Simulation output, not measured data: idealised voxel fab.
You're looking at the process module voxel self aligned contacts.
285 nm wide, 5 nm square cells: that's cross-section cut.
Just so we're on the same page, the cross-sections are grids of square cells, and they're listed out in bands top to bottom, each band one or more rows deep.
For a band, the entry starts with two heights in nm, that of the top and then that of the bottom, and carries on with the band's materials in order from left to right, each alongside its width in nm; the word "everywhere" beside a single material means it fills the band edge to edge, and "empty" means empty space.
Counting heights begins at 0, where everything beneath is, in the wafer as received, one material. The lowest band has no bottom; it goes on downwards, as "0 nm and below" shows.
Per-row width for "30..40": begins at first number (top row of band), ends at second number (bottom row), increment between rows held constant.
It should be understood that the words "no alterations made", when stated for a given step, signify that the cross-section underwent no change in any of its cells during that step.
Entry "Closed cavity list". Content: empty spaces with no open connection to the top, size 8 cells or greater. Each: width x height at distance. Distance: from left edge. Unit: nm.
Heads up: the bit after the settings on a step's line is the simulator's remark on that step.
On any step carrying a mask, the "overlay nm" setting, if present on the step's line, tells how far right of its planned place the mask lay; negative values point to the left.

List of planned process steps:
1,RECEIVE with material Si
2,OXIDIZE with depth nm 5
3,DIRECTIONAL_DEP with material polySi, thk nm 30
4,DIRECTIONAL_DEP with material SiN, thk nm 20
5,MASKED_ETCH with tone cover, mask id GATE, width nm 25, pitch nm 70, etch materials SiN, depth nm 20, overlay nm 0
6,MASKED_ETCH with tone cover, mask id GATE, width nm 25, pitch nm 70, etch materials polySi, depth nm 30, overlay nm 0
7,CONFORMAL_DEP with material SiN, thk nm 10
8,DIRECTIONAL_ETCH with etch materials SiN, depth nm 10
9,FILL_DEP with material SiO2, thk nm 20
10,CMP with height nm 60
11,DIRECTIONAL_DEP with material aC, thk nm 10
12,PATTERN with tone open, mask id CONTACT, material resist, width nm 55, pitch nm 70, thk nm 30, overlay nm 0
13,DIRECTIONAL_ETCH with etch materials aC, depth nm 10
14,STRIP with etch materials resist
15,DIRECTIONAL_ETCH with etch materials SiO2, depth nm 65
16,STRIP with etch materials aC
17,CONFORMAL_DEP with material TiN, thk nm 5
18,FILL_DEP with material W, thk nm 10
19,CMP with height nm 60
20,CONFORMAL_DEP with material SiN, thk nm 5

Of two wafers, the first: run according to plan:

Wafer at receipt (post step 1), cross-section:
0 nm and below  Si everywhere
Closed cavity list: none

Upon completion of step 2, the wafer appears in cross-section as shown:
0 nm to -5 nm  SiO2 everywhere
below -5: unchanged

Upon completion of step 3, the wafer appears in cross-section as shown:
30 nm to 0 nm  polySi everywhere
below 0: unchanged

Upon completion of step 4, the wafer appears in cross-section as shown:
50 nm to 30 nm  SiN everywhere
below 30: unchanged

Upon completion of step 5, the wafer appears in cross-section as shown:
50 nm to 30 nm  empty 60  SiN 25  empty 45  SiN 25  empty 45  SiN 25  empty 60
below 30: unchanged

Upon completion of step 6, the wafer appears in cross-section as shown:
50 nm to 30 nm  empty 60  SiN 25  empty 45  SiN 25  empty 45  SiN 25  empty 60
30 nm to 0 nm  empty 60  polySi 25  empty 45  polySi 25  empty 45  polySi 25  empty 60
below 0: unchanged

Upon completion of step 7, the wafer appears in cross-section as shown:
60 nm to 30 nm  empty 50  SiN 45  empty 25  SiN 45  empty 25  SiN 45  empty 50
30 nm to 10 nm  empty 50  SiN 10  polySi 25  SiN 10  empty 25  SiN 10  polySi 25  SiN 10  empty 25  SiN 10  polySi 25  SiN 10  empty 50
10 nm to 0 nm  SiN 60  polySi 25  SiN 45  polySi 25  SiN 45  polySi 25  SiN 60
below 0: unchanged

Upon completion of step 8, the wafer appears in cross-section as shown:
50 nm to 30 nm  empty 50  SiN 45  empty 25  SiN 45  empty 25  SiN 45  empty 50
30 nm to 0 nm  empty 50  SiN 10  polySi 25  SiN 10  empty 25  SiN 10  polySi 25  SiN 10  empty 25  SiN 10  polySi 25  SiN 10  empty 50
below 0: unchanged

Upon completion of step 9, the wafer appears in cross-section as shown:
70 nm to 50 nm  SiO2 everywhere
50 nm to 30 nm  SiO2 50  SiN 45  SiO2 25  SiN 45  SiO2 25  SiN 45  SiO2 50
30 nm to 0 nm  SiO2 50  SiN 10  polySi 25  SiN 10  SiO2 25  SiN 10  polySi 25  SiN 10  SiO2 25  SiN 10  polySi 25  SiN 10  SiO2 50
below 0: unchanged

Upon completion of step 10, the wafer appears in cross-section as shown:
60 nm to 50 nm  SiO2 everywhere
below 50: unchanged

Upon completion of step 11, the wafer appears in cross-section as shown:
70 nm to 60 nm  aC everywhere
below 60: unchanged

Upon completion of step 12, the wafer appears in cross-section as shown:
100 nm to 70 nm  resist 80  empty 55  resist 15  empty 55  resist 80
below 70: unchanged

Upon completion of step 13, the wafer appears in cross-section as shown:
90 nm to 70 nm  resist 80  empty 55  resist 15  empty 55  resist 80
70 nm to 60 nm  aC 80  empty 55  aC 15  empty 55  aC 80
below 60: unchanged

Upon completion of step 14, the wafer appears in cross-section as shown:
70 nm to 60 nm  aC 80  empty 55  aC 15  empty 55  aC 80
below 60: unchanged

Upon completion of step 15, the wafer appears in cross-section as shown:
70 nm to 60 nm  aC 80  empty 55  aC 15  empty 55  aC 80
60 nm to 50 nm  SiO2 80  empty 55  SiO2 15  empty 55  SiO2 80
50 nm to 30 nm  SiO2 50  SiN 45  empty 25  SiN 45  empty 25  SiN 45  SiO2 50
30 nm to 0 nm  SiO2 50  SiN 10  polySi 25  SiN 10  empty 25  SiN 10  polySi 25  SiN 10  empty 25  SiN 10  polySi 25  SiN 10  SiO2 50
0 nm to -5 nm  SiO2 95  empty 25  SiO2 45  empty 25  SiO2 95
below -5: unchanged

Upon completion of step 16, the wafer appears in cross-section as shown:
60 nm to 50 nm  SiO2 80  empty 55  SiO2 15  empty 55  SiO2 80
below 50: unchanged

Upon completion of step 17, the wafer appears in cross-section as shown:
65 nm to 60 nm  TiN 85  empty 45  TiN 25  empty 45  TiN 85
60 nm to 50 nm  SiO2 80  TiN 5..20  empty 45..15  TiN 5..20  SiO2 15  TiN 5..20  empty 45..15  TiN 5..20  SiO2 80
50 nm to 30 nm  SiO2 50  SiN 45  TiN 5  empty 15  TiN 5  SiN 45  TiN 5  empty 15  TiN 5  SiN 45  SiO2 50
30 nm to 0 nm  SiO2 50  SiN 10  polySi 25  SiN 10  TiN 5  empty 15  TiN 5  SiN 10  polySi 25  SiN 10  TiN 5  empty 15  TiN 5  SiN 10  polySi 25  SiN 10  SiO2 50
0 nm to -5 nm  SiO2 95  TiN 25  SiO2 45  TiN 25  SiO2 95
below -5: unchanged

Upon completion of step 18, the wafer appears in cross-section as shown:
75 nm to 65 nm  W everywhere
65 nm to 60 nm  TiN 85  W 45  TiN 25  W 45  TiN 85
60 nm to 50 nm  SiO2 80  TiN 5..20  W 45..15  TiN 5..20  SiO2 15  TiN 5..20  W 45..15  TiN 5..20  SiO2 80
50 nm to 30 nm  SiO2 50  SiN 45  TiN 5  W 15  TiN 5  SiN 45  TiN 5  W 15  TiN 5  SiN 45  SiO2 50
30 nm to 0 nm  SiO2 50  SiN 10  polySi 25  SiN 10  TiN 5  W 15  TiN 5  SiN 10  polySi 25  SiN 10  TiN 5  W 15  TiN 5  SiN 10  polySi 25  SiN 10  SiO2 50
below 0: unchanged

Upon completion of step 19, the wafer appears in cross-section as shown:
60 nm to 50 nm  SiO2 80  TiN 5..20  W 45..15  TiN 5..20  SiO2 15  TiN 5..20  W 45..15  TiN 5..20  SiO2 80
below 50: unchanged

Upon completion of step 20, the wafer appears in cross-section as shown:
65 nm to 60 nm  SiN everywhere
below 60: unchanged

Okay, second wafer. Nothing different at the start, nothing different in the plan, just one mistake somewhere in the running. As far as step 2, counting that step, it's the first wafer all over again:

Cross-section, second wafer, at the end time the plan gives for step 3:
60 nm to 0 nm  polySi everywhere
below 0: unchanged

Cross-section, second wafer, at the end time the plan gives for step 4:
80 nm to 60 nm  SiN everywhere
below 60: unchanged

Cross-section, second wafer, at the end time the plan gives for step 5:
80 nm to 60 nm  empty 60  SiN 25  empty 45  SiN 25  empty 45  SiN 25  empty 60
below 60: unchanged

Cross-section, second wafer, at the end time the plan gives for step 6:
80 nm to 60 nm  empty 60  SiN 25  empty 45  SiN 25  empty 45  SiN 25  empty 60
60 nm to 30 nm  empty 60  polySi 25  empty 45  polySi 25  empty 45  polySi 25  empty 60
below 30: unchanged

Cross-section, second wafer, at the end time the plan gives for step 7:
90 nm to 60 nm  empty 50  SiN 45  empty 25  SiN 45  empty 25  SiN 45  empty 50
60 nm to 40 nm  empty 50  SiN 10  polySi 25  SiN 10  empty 25  SiN 10  polySi 25  SiN 10  empty 25  SiN 10  polySi 25  SiN 10  empty 50
40 nm to 30 nm  SiN 60  polySi 25  SiN 45  polySi 25  SiN 45  polySi 25  SiN 60
below 30: unchanged

Cross-section, second wafer, at the end time the plan gives for step 8:
80 nm to 60 nm  empty 50  SiN 45  empty 25  SiN 45  empty 25  SiN 45  empty 50
60 nm to 30 nm  empty 50  SiN 10  polySi 25  SiN 10  empty 25  SiN 10  polySi 25  SiN 10  empty 25  SiN 10  polySi 25  SiN 10  empty 50
below 30: unchanged

Cross-section, second wafer, at the end time the plan gives for step 9:
100 nm to 80 nm  SiO2 everywhere
80 nm to 60 nm  SiO2 50  SiN 45  SiO2 25  SiN 45  SiO2 25  SiN 45  SiO2 50
60 nm to 30 nm  SiO2 50  SiN 10  polySi 25  SiN 10  SiO2 25  SiN 10  polySi 25  SiN 10  SiO2 25  SiN 10  polySi 25  SiN 10  SiO2 50
below 30: unchanged

Cross-section, second wafer, at the end time the plan gives for step 10:
60 nm to 30 nm  SiO2 50  SiN 10  polySi 25  SiN 10  SiO2 25  SiN 10  polySi 25  SiN 10  SiO2 25  SiN 10  polySi 25  SiN 10  SiO2 50
below 30: unchanged

Cross-section, second wafer, at the end time the plan gives for step 11:
70 nm to 60 nm  aC everywhere
below 60: unchanged

Cross-section, second wafer, at the end time the plan gives for step 12:
100 nm to 70 nm  resist 80  empty 55  resist 15  empty 55  resist 80
below 70: unchanged

Cross-section, second wafer, at the end time the plan gives for step 13:
90 nm to 70 nm  resist 80  empty 55  resist 15  empty 55  resist 80
70 nm to 60 nm  aC 80  empty 55  aC 15  empty 55  aC 80
below 60: unchanged

Cross-section, second wafer, at the end time the plan gives for step 14:
70 nm to 60 nm  aC 80  empty 55  aC 15  empty 55  aC 80
below 60: unchanged

Cross-section, second wafer, at the end time the plan gives for step 15:
70 nm to 60 nm  aC 80  empty 55  aC 15  empty 55  aC 80
60 nm to 30 nm  SiO2 50  SiN 10  polySi 25  SiN 10  empty 25  SiN 10  polySi 25  SiN 10  empty 25  SiN 10  polySi 25  SiN 10  SiO2 50
below 30: unchanged

Cross-section, second wafer, at the end time the plan gives for step 16:
60 nm to 30 nm  SiO2 50  SiN 10  polySi 25  SiN 10  empty 25  SiN 10  polySi 25  SiN 10  empty 25  SiN 10  polySi 25  SiN 10  SiO2 50
below 30: unchanged

Cross-section, second wafer, at the end time the plan gives for step 17:
65 nm to 60 nm  TiN 100  empty 15  TiN 55  empty 15  TiN 100
60 nm to 35 nm  SiO2 50  SiN 10  polySi 25  SiN 10  TiN 5  empty 15  TiN 5  SiN 10  polySi 25  SiN 10  TiN 5  empty 15  TiN 5  SiN 10  polySi 25  SiN 10  SiO2 50
35 nm to 30 nm  SiO2 50  SiN 10  polySi 25  SiN 10  TiN 25  SiN 10  polySi 25  SiN 10  TiN 25  SiN 10  polySi 25  SiN 10  SiO2 50
below 30: unchanged

Cross-section, second wafer, at the end time the plan gives for step 18:
75 nm to 65 nm  W everywhere
65 nm to 60 nm  TiN 100  W 15  TiN 55  W 15  TiN 100
60 nm to 35 nm  SiO2 50  SiN 10  polySi 25  SiN 10  TiN 5  W 15  TiN 5  SiN 10  polySi 25  SiN 10  TiN 5  W 15  TiN 5  SiN 10  polySi 25  SiN 10  SiO2 50
below 35: unchanged

Cross-section, second wafer, at the end time the plan gives for step 19:
60 nm to 35 nm  SiO2 50  SiN 10  polySi 25  SiN 10  TiN 5  W 15  TiN 5  SiN 10  polySi 25  SiN 10  TiN 5  W 15  TiN 5  SiN 10  polySi 25  SiN 10  SiO2 50
below 35: unchanged

Cross-section, second wafer, at the end time the plan gives for step 20:
65 nm to 60 nm  SiN everywhere
below 60: unchanged
Deviation noted in wafer processing: twice, step 3 of the plan was run
Final tally in cells, some materials are higher or lower on the second wafer than on the first: 108 fewer of SiN; 140 fewer of SiO2; 40 fewer of TiN; 54 fewer of W; 342 more of polySi
